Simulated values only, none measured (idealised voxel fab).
The name of this process module is voxel gate over fins.
For reference, the cross-section in this document is cut, with width 210 nm and square cells of 5 nm.
Bands, listed from the top down, are how a cross-section gets written in this document; the cross-section itself is a grid of square cells, and a band is one or more rows of them.
In this notation a band is specified by the heights of its top and bottom, in that order and in nm, after which its materials appear from left to right, each paired with its width in nm. The word "all across" attached to a single material means that material fills the band from edge to edge; the word "empty" stands for empty space.
Measure heights from 0. That's the level where, below it, the as-received wafer is all one material. The lowest band is bottomless and extends downward; write it as in "0 and below".
A two-number width, for instance "30->40", indicates that the width is equal to the first number in the top row of the band and to the second number in the bottom row, and that it changes by a constant amount per row of cells.
"identical to before" means the step left every cell of the cross-section as it was.
Under "Closed empty spaces" you'll find the enclosed gaps, the ones with no way out to the top, that are 8 cells or bigger; each reads width x height at distance, with distance counted from the left edge, everything in nm.
It should be noted that, on the line of a given step, the content following the step's settings is a remark produced by the simulator itself with respect to that step.
The "overlay nm" setting may appear on a step's line; for a step that uses a mask, it gives how far to the right of its planned position the mask lay, and a negative value indicates the left.
How should the pairs below be read? Each gives the cross-section before one process step and the cross-section after it, the latter drawn only to the lowest band that changed; the step that lies between them, with its settings, appears under the pair. Does a pair pick up where the pair above left off? Only where its entry headed "before" says so, since pairs can come from different runs of this module on the same starting wafer.
Before:
- 0 and below | Si all across
- Closed empty spaces: none
Section, Post-Step:
- 5 down to 0 | SiN all across
- Below 0, no change.
- Closed empty spaces: none
Between the two cross-sections shown above lies CONFORMAL_DEP [material SiN] [thk nm 5]
before: This step starts from the configuration shown after the step in the pair immediately above.
Section, Post-Step:
- 5 down to 0 | 30 empty, then 15 SiN, then 30 empty, then 15 SiN, then 30 empty, then 15 SiN, then 30 empty, then 15 SiN, then 30 empty
- Below 0, no change.
- Closed empty spaces: none
Between the two cross-sections shown above lies MASKED_ETCH [tone cover] [mask id FINS] [width nm 15] [pitch nm 45] [etch materials SiN] [depth nm 5] [overlay nm 0]
before: This step starts from the configuration shown after the step in the pair immediately above.
Section, Post-Step:
- 5 down to 0 | 30 empty, then 15 SiN, then 30 empty, then 15 SiN, then 30 empty, then 15 SiN, then 30 empty, then 15 SiN, then 30 empty
- 0 down to -30 | 30 empty, then 15 Si, then 30 empty, then 15 Si, then 30 empty, then 15 Si, then 30 empty, then 15 Si, then 30 empty
- Below -30, no change.
- Closed empty spaces: none
Between the two cross-sections shown above lies MASKED_ETCH [tone cover] [mask id FINS] [width nm 15] [pitch nm 45] [etch materials Si] [depth nm 30] [overlay nm 0]
before: This step starts from the configuration shown after the step in the pair immediately above.
Section, Post-Step:
- 10 down to 5 | SiO2 all across
- 5 down to 0 | 30 SiO2, then 15 SiN, then 30 SiO2, then 15 SiN, then 30 SiO2, then 15 SiN, then 30 SiO2, then 15 SiN, then 30 SiO2
- 0 down to -30 | 30 SiO2, then 15 Si, then 30 SiO2, then 15 Si, then 30 SiO2, then 15 Si, then 30 SiO2, then 15 Si, then 30 SiO2
- Below -30, no change.
- Closed empty spaces: none
Between the two cross-sections shown above lies FILL_DEP [material SiO2] [thk nm 5]
before: This step starts from the configuration shown after the step in the pair immediately above.
Section, Post-Step:
- 5 down to 0 | 30 SiO2, then 15 SiN, then 30 SiO2, then 15 SiN, then 30 SiO2, then 15 SiN, then 30 SiO2, then 15 SiN, then 30 SiO2
- Below 0, no change.
- Closed empty spaces: none
Between the two cross-sections shown above lies CMP [height nm 5]
before: This step starts from the configuration shown after the step in the pair immediately above.
Section, Post-Step:
- 5 down to 0 | 30 empty, then 15 SiN, then 30 empty, then 15 SiN, then 30 empty, then 15 SiN, then 30 empty, then 15 SiN, then 30 empty
- 0 down to -10 | 30 empty, then 15 Si, then 30 empty, then 15 Si, then 30 empty, then 15 Si, then 30 empty, then 15 Si, then 30 empty
- Below -10, no change.
- Closed empty spaces: none
Between the two cross-sections shown above lies SELECTIVE_ETCH [etch materials SiO2] [depth nm 15]
before: This step starts from the configuration shown after the step in the pair immediately above.
Section, Post-Step:
- 0 down to -10 | 30 empty, then 15 Si, then 30 empty, then 15 Si, then 30 empty, then 15 Si, then 30 empty, then 15 Si, then 30 empty
- Below -10, no change.
- Closed empty spaces: none
Between the two cross-sections shown above lies STRIP [etch materials SiN]
before: This step starts from the configuration shown after the step in the pair immediately above.
Section, Post-Step:
- 5 down to 0 | 25 empty, then 25 HfO2, then 20 empty, then 25 HfO2, then 20 empty, then 25 HfO2, then 20 empty, then 25 HfO2, then 25 empty
- 0 down to -5 | 25 empty, then 5 HfO2, then 15 Si, then 5 HfO2, then 20 empty, then 5 HfO2, then 15 Si, then 5 HfO2, then 20 empty, then 5 HfO2, then 15 Si, then 5 HfO2, then 20 empty, then 5 HfO2, then 15 Si, then 5 HfO2, then 25 empty
- -5 down to -10 | 30 HfO2, then 15 Si, then 30 HfO2, then 15 Si, then 30 HfO2, then 15 Si, then 30 HfO2, then 15 Si, then 30 HfO2
- Below -10, no change.
- Closed empty spaces: none
Between the two cross-sections shown above lies CONFORMAL_DEP [material HfO2] [thk nm 5]
before: This step starts from the configuration shown after the step in the pair immediately above.
Section, Post-Step:
- 10 down to 5 | 20 empty, then 35 TiN, then 10 empty, then 35 TiN, then 10 empty, then 35 TiN, then 10 empty, then 35 TiN, then 20 empty
- 5 down to 0 | 20 empty, then 5 TiN, then 25 HfO2, then 5 TiN, then 10 empty, then 5 TiN, then 25 HfO2, then 5 TiN, then 10 empty, then 5 TiN, then 25 HfO2, then 5 TiN, then 10 empty, then 5 TiN, then 25 HfO2, then 5 TiN, then 20 empty
- 0 down to -5 | 25 TiN, then 5 HfO2, then 15 Si, then 5 HfO2, then 20 TiN, then 5 HfO2, then 15 Si, then 5 HfO2, then 20 TiN, then 5 HfO2, then 15 Si, then 5 HfO2, then 20 TiN, then 5 HfO2, then 15 Si, then 5 HfO2, then 25 TiN
- Below -5, no change.
- Closed empty spaces: none
Between the two cross-sections shown above lies CONFORMAL_DEP [material TiN] [thk nm 5]
before: This step starts from the configuration shown after the step in the pair immediately above.
Section, Post-Step:
- 20 down to 10 | W all across
- 10 down to 5 | 20 W, then 35 TiN, then 10 W, then 35 TiN, then 10 W, then 35 TiN, then 10 W, then 35 TiN, then 20 W
- 5 down to 0 | 20 W, then 5 TiN, then 25 HfO2, then 5 TiN, then 10 W, then 5 TiN, then 25 HfO2, then 5 TiN, then 10 W, then 5 TiN, then 25 HfO2, then 5 TiN, then 10 W, then 5 TiN, then 25 HfO2, then 5 TiN, then 20 W
- Below 0, no change.
- Closed empty spaces: none
Between the two cross-sections shown above lies FILL_DEP [material W] [thk nm 10]
before: This step starts from the configuration shown after the step in the pair immediately above.
Section, Post-Step:
- 15 down to 10 | W all across
- Below 10, no change.
- Closed empty spaces: none
Between the two cross-sections shown above lies CMP [height nm 15]
before: This step starts from the configuration shown after the step in the pair immediately above.
Section, Post-Step:
- 25 down to 15 | SiCN all across
- Below 15, no change.
- Closed empty spaces: none
Between the two cross-sections shown above lies CONFORMAL_DEP [material SiCN] [thk nm 10]
Before:
- 0 down to -10 | 30 empty, then 15 Si, then 30 empty, then 15 Si, then 30 empty, then 15 Si, then 30 empty, then 15 Si, then 30 empty
- -10 down to -30 | 30 SiO2, then 15 Si, then 30 SiO2, then 15 Si, then 30 SiO2, then 15 Si, then 30 SiO2, then 15 Si, then 30 SiO2
- -30 and below | Si all across
- Closed empty spaces: none
Section, Post-Step:
- 5 down to 0 | 25 empty, then 25 TiN, then 20 empty, then 25 TiN, then 20 empty, then 25 TiN, then 20 empty, then 25 TiN, then 25 empty
- 0 down to -5 | 25 empty, then 5 TiN, then 15 Si, then 5 TiN, then 20 empty, then 5 TiN, then 15 Si, then 5 TiN, then 20 empty, then 5 TiN, then 15 Si, then 5 TiN, then 20 empty, then 5 TiN, then 15 Si, then 5 TiN, then 25 empty
- -5 down to -10 | 30 TiN, then 15 Si, then 30 TiN, then 15 Si, then 30 TiN, then 15 Si, then 30 TiN, then 15 Si, then 30 TiN
- Below -10, no change.
- Closed empty spaces: none
Between the two cross-sections shown above lies CONFORMAL_DEP [material TiN] [thk nm 5]
before: This step starts from the configuration shown after the step in the pair immediately above.
Section, Post-Step:
- 15 down to 5 | W all across
- 5 down to 0 | 25 W, then 25 TiN, then 20 W, then 25 TiN, then 20 W, then 25 TiN, then 20 W, then 25 TiN, then 25 W
- 0 down to -5 | 25 W, then 5 TiN, then 15 Si, then 5 TiN, then 20 W, then 5 TiN, then 15 Si, then 5 TiN, then 20 W, then 5 TiN, then 15 Si, then 5 TiN, then 20 W, then 5 TiN, then 15 Si, then 5 TiN, then 25 W
- Below -5, no change.
- Closed empty spaces: none
Between the two cross-sections shown above lies FILL_DEP [material W] [thk nm 10]
before: This step starts from the configuration shown after the step in the pair immediately above.
Section, Post-Step:
- 25 down to 15 | SiCN all across
- Below 15, no change.
- Closed empty spaces: none
Between the two cross-sections shown above lies CONFORMAL_DEP [material SiCN] [thk nm 10]
Before:
- 5 down to 0 | 30 empty, then 15 SiN, then 30 empty, then 15 SiN, then 30 empty, then 15 SiN, then 30 empty, then 15 SiN, then 30 empty
- 0 down to -10 | 30 empty, then 15 Si, then 30 empty, then 15 Si, then 30 empty, then 15 Si, then 30 empty, then 15 Si, then 30 empty
- -10 down to -30 | 30 SiO2, then 15 Si, then 30 SiO2, then 15 Si, then 30 SiO2, then 15 Si, then 30 SiO2, then 15 Si, then 30 SiO2
- -30 and below | Si all across
- Closed empty spaces: none
Section, Post-Step:
- 5 down to 0 | 30 empty, then 15 SiN, then 30 empty, then 15 SiN, then 30 empty, then 15 SiN, then 30 empty, then 15 SiN, then 30 empty
- 0 down to -25 | 30 empty, then 15 Si, then 30 empty, then 15 Si, then 30 empty, then 15 Si, then 30 empty, then 15 Si, then 30 empty
- Below -25, no change.
- Closed empty spaces: none
Between the two cross-sections shown above lies SELECTIVE_ETCH [etch materials SiO2] [depth nm 15]
before: This step starts from the configuration shown after the step in the pair immediately above.
Section, Post-Step:
- 0 down to -25 | 30 empty, then 15 Si, then 30 empty, then 15 Si, then 30 empty, then 15 Si, then 30 empty, then 15 Si, then 30 empty
- Below -25, no change.
- Closed empty spaces: none
Between the two cross-sections shown above lies STRIP [etch materials SiN]
before: This step starts from the configuration shown after the step in the pair immediately above.
Section, Post-Step:
- 5 down to 0 | 25 empty, then 25 HfO2, then 20 empty, then 25 HfO2, then 20 empty, then 25 HfO2, then 20 empty, then 25 HfO2, then 25 empty
- 0 down to -20 | 25 empty, then 5 HfO2, then 15 Si, then 5 HfO2, then 20 empty, then 5 HfO2, then 15 Si, then 5 HfO2, then 20 empty, then 5 HfO2, then 15 Si, then 5 HfO2, then 20 empty, then 5 HfO2, then 15 Si, then 5 HfO2, then 25 empty
- -20 down to -25 | 30 HfO2, then 15 Si, then 30 HfO2, then 15 Si, then 30 HfO2, then 15 Si, then 30 HfO2, then 15 Si, then 30 HfO2
- Below -25, no change.
- Closed empty spaces: none
Between the two cross-sections shown above lies CONFORMAL_DEP [material HfO2] [thk nm 5]
before: This step starts from the configuration shown after the step in the pair immediately above.
Section, Post-Step:
- 10 down to 5 | 20 empty, then 35 TiN, then 10 empty, then 35 TiN, then 10 empty, then 35 TiN, then 10 empty, then 35 TiN, then 20 empty
- 5 down to 0 | 20 empty, then 5 TiN, then 25 HfO2, then 5 TiN, then 10 empty, then 5 TiN, then 25 HfO2, then 5 TiN, then 10 empty, then 5 TiN, then 25 HfO2, then 5 TiN, then 10 empty, then 5 TiN, then 25 HfO2, then 5 TiN, then 20 empty
- 0 down to -15 | 20 empty, then 5 TiN, then 5 HfO2, then 15 Si, then 5 HfO2, then 5 TiN, then 10 empty, then 5 TiN, then 5 HfO2, then 15 Si, then 5 HfO2, then 5 TiN, then 10 empty, then 5 TiN, then 5 HfO2, then 15 Si, then 5 HfO2, then 5 TiN, then 10 empty, then 5 TiN, then 5 HfO2, then 15 Si, then 5 HfO2, then 5 TiN, then 20 empty
- -15 down to -20 | 25 TiN, then 5 HfO2, then 15 Si, then 5 HfO2, then 20 TiN, then 5 HfO2, then 15 Si, then 5 HfO2, then 20 TiN, then 5 HfO2, then 15 Si, then 5 HfO2, then 20 TiN, then 5 HfO2, then 15 Si, then 5 HfO2, then 25 TiN
- Below -20, no change.
- Closed empty spaces: none
Between the two cross-sections shown above lies CONFORMAL_DEP [material TiN] [thk nm 5]
before: This step starts from the configuration shown after the step in the pair immediately above.
Section, Post-Step:
- 20 down to 10 | W all across
- 10 down to 5 | 20 W, then 35 TiN, then 10 W, then 35 TiN, then 10 W, then 35 TiN, then 10 W, then 35 TiN, then 20 W
- 5 down to 0 | 20 W, then 5 TiN, then 25 HfO2, then 5 TiN, then 10 W, then 5 TiN, then 25 HfO2, then 5 TiN, then 10 W, then 5 TiN, then 25 HfO2, then 5 TiN, then 10 W, then 5 TiN, then 25 HfO2, then 5 TiN, then 20 W
- 0 down to -15 | 20 W, then 5 TiN, then 5 HfO2, then 15 Si, then 5 HfO2, then 5 TiN, then 10 W, then 5 TiN, then 5 HfO2, then 15 Si, then 5 HfO2, then 5 TiN, then 10 W, then 5 TiN, then 5 HfO2, then 15 Si, then 5 HfO2, then 5 TiN, then 10 W, then 5 TiN, then 5 HfO2, then 15 Si, then 5 HfO2, then 5 TiN, then 20 W
- Below -15, no change.
- Closed empty spaces: none
Between the two cross-sections shown above lies FILL_DEP [material W] [thk nm 10]
before: This step starts from the configuration shown after the step in the pair immediately above.
Section, Post-Step:
- 15 down to 10 | W all across
- Below 10, no change.
- Closed empty spaces: none
Between the two cross-sections shown above lies CMP [height nm 15]
before: This step starts from the configuration shown after the step in the pair immediately above.
Section, Post-Step:
- 25 down to 15 | SiCN all across
- Below 15, no change.
- Closed empty spaces: none
Between the two cross-sections shown above lies CONFORMAL_DEP [material SiCN] [thk nm 10]
Before:
- 5 down to 0 | 25 empty, then 25 TiN, then 20 empty, then 25 TiN, then 20 empty, then 25 TiN, then 20 empty, then 25 TiN, then 25 empty
- 0 down to -5 | 25 empty, then 5 TiN, then 15 Si, then 5 TiN, then 20 empty, then 5 TiN, then 15 Si, then 5 TiN, then 20 empty, then 5 TiN, then 15 Si, then 5 TiN, then 20 empty, then 5 TiN, then 15 Si, then 5 TiN, then 25 empty
- -5 down to -10 | 30 TiN, then 15 Si, then 30 TiN, then 15 Si, then 30 TiN, then 15 Si, then 30 TiN, then 15 Si, then 30 TiN
- -10 down to -30 | 30 SiO2, then 15 Si, then 30 SiO2, then 15 Si, then 30 SiO2, then 15 Si, then 30 SiO2, then 15 Si, then 30 SiO2
- -30 and below | Si all across
- Closed empty spaces: none
Section, Post-Step:
- 10 down to 5 | 20 empty, then 35 HfO2, then 10 empty, then 35 HfO2, then 10 empty, then 35 HfO2, then 10 empty, then 35 HfO2, then 20 empty
- 5 down to 0 | 20 empty, then 5 HfO2, then 25 TiN, then 5 HfO2, then 10 empty, then 5 HfO2, then 25 TiN, then 5 HfO2, then 10 empty, then 5 HfO2, then 25 TiN, then 5 HfO2, then 10 empty, then 5 HfO2, then 25 TiN, then 5 HfO2, then 20 empty
- 0 down to -5 | 25 HfO2, then 5 TiN, then 15 Si, then 5 TiN, then 20 HfO2, then 5 TiN, then 15 Si, then 5 TiN, then 20 HfO2, then 5 TiN, then 15 Si, then 5 TiN, then 20 HfO2, then 5 TiN, then 15 Si, then 5 TiN, then 25 HfO2
- Below -5, no change.
- Closed empty spaces: none
Between the two cross-sections shown above lies CONFORMAL_DEP [material HfO2] [thk nm 5]
before: This step starts from the configuration shown after the step in the pair immediately above.
Section, Post-Step:
- 20 down to 10 | W all across
- 10 down to 5 | 20 W, then 35 HfO2, then 10 W, then 35 HfO2, then 10 W, then 35 HfO2, then 10 W, then 35 HfO2, then 20 W
- 5 down to 0 | 20 W, then 5 HfO2, then 25 TiN, then 5 HfO2, then 10 W, then 5 HfO2, then 25 TiN, then 5 HfO2, then 10 W, then 5 HfO2, then 25 TiN, then 5 HfO2, then 10 W, then 5 HfO2, then 25 TiN, then 5 HfO2, then 20 W
- Below 0, no change.
- Closed empty spaces: none
Between the two cross-sections shown above lies FILL_DEP [material W] [thk nm 10]
before: This step starts from the configuration shown after the step in the pair immediately above.
Section, Post-Step:
- 15 down to 10 | W all across
- Below 10, no change.
- Closed empty spaces: none
Between the two cross-sections shown above lies CMP [height nm 15]
before: This step starts from the configuration shown after the step in the pair immediately above.
Section, Post-Step:
- 25 down to 15 | SiCN all across
- Below 15, no change.
- Closed empty spaces: none
Between the two cross-sections shown above lies CONFORMAL_DEP [material SiCN] [thk nm 10]
Before:
- 0 down to -10 | 30 empty, then 15 Si, then 30 empty, then 15 Si, then 30 empty, then 15 Si, then 30 empty, then 15 Si, then 30 empty
- -10 down to -30 | 30 SiO2, then 15 Si, then 30 SiO2, then 15 Si, then 30 SiO2, then 15 Si, then 30 SiO2, then 15 Si, then 30 SiO2
- -30 and below | Si all across
- Closed empty spaces: none
Section, Post-Step:
- 15 down to 5 | 15 empty, then 180 HfO2, then 15 empty
- 5 down to 0 | HfO2 all across
- 0 down to -10 | 30 HfO2, then 15 Si, then 30 HfO2, then 15 Si, then 30 HfO2, then 15 Si, then 30 HfO2, then 15 Si, then 30 HfO2
- Below -10, no change.
- Closed empty spaces: none
Between the two cross-sections shown above lies CONFORMAL_DEP [material HfO2] [thk nm 15]
before: This step starts from the configuration shown after the step in the pair immediately above.
Section, Post-Step:
- 20 down to 15 | 10 empty, then 190 TiN, then 10 empty
- 15 down to 10 | 10 empty, then 5 TiN, then 180 HfO2, then 5 TiN, then 10 empty
- 10 down to 5 | 15 TiN, then 180 HfO2, then 15 TiN
- Below 5, no change.
- Closed empty spaces: none
Between the two cross-sections shown above lies CONFORMAL_DEP [material TiN] [thk nm 5]
before: This step starts from the configuration shown after the step in the pair immediately above.
Section, Post-Step:
- 30 down to 20 | W all across
- 20 down to 15 | 10 W, then 190 TiN, then 10 W
- 15 down to 10 | 10 W, then 5 TiN, then 180 HfO2, then 5 TiN, then 10 W
- Below 10, no change.
- Closed empty spaces: none
Between the two cross-sections shown above lies FILL_DEP [material W] [thk nm 10]
before: This step starts from the configuration shown after the step in the pair immediately above.
Section, Post-Step:
- 15 down to 10 | 10 W, then 5 TiN, then 180 HfO2, then 5 TiN, then 10 W
- Below 10, no change.
- Closed empty spaces: none
Between the two cross-sections shown above lies CMP [height nm 15]
before: This step starts from the configuration shown after the step in the pair immediately above.
Section, Post-Step:
- 25 down to 15 | SiCN all across
- Below 15, no change.
- Closed empty spaces: none
Between the two cross-sections shown above lies CONFORMAL_DEP [material SiCN] [thk nm 10]
Before:
- 15 down to 10 | W all across
- 10 down to 5 | 20 W, then 35 TiN, then 10 W, then 35 TiN, then 10 W, then 35 TiN, then 10 W, then 35 TiN, then 20 W
- 5 down to 0 | 20 W, then 5 TiN, then 25 HfO2, then 5 TiN, then 10 W, then 5 TiN, then 25 HfO2, then 5 TiN, then 10 W, then 5 TiN, then 25 HfO2, then 5 TiN, then 10 W, then 5 TiN, then 25 HfO2, then 5 TiN, then 20 W
- 0 down to -5 | 25 TiN, then 5 HfO2, then 15 Si, then 5 HfO2, then 20 TiN, then 5 HfO2, then 15 Si, then 5 HfO2, then 20 TiN, then 5 HfO2, then 15 Si, then 5 HfO2, then 20 TiN, then 5 HfO2, then 15 Si, then 5 HfO2, then 25 TiN
- -5 down to -10 | 30 HfO2, then 15 Si, then 30 HfO2, then 15 Si, then 30 HfO2, then 15 Si, then 30 HfO2, then 15 Si, then 30 HfO2
- -10 down to -30 | 30 SiO2, then 15 Si, then 30 SiO2, then 15 Si, then 30 SiO2, then 15 Si, then 30 SiO2, then 15 Si, then 30 SiO2
- -30 and below | Si all across
- Closed empty spaces: none
Section, Post-Step:
- 25 down to 10 | W all across
- Below 10, no change.
- Closed empty spaces: none
Between the two cross-sections shown above lies CONFORMAL_DEP [material W] [thk nm 10]
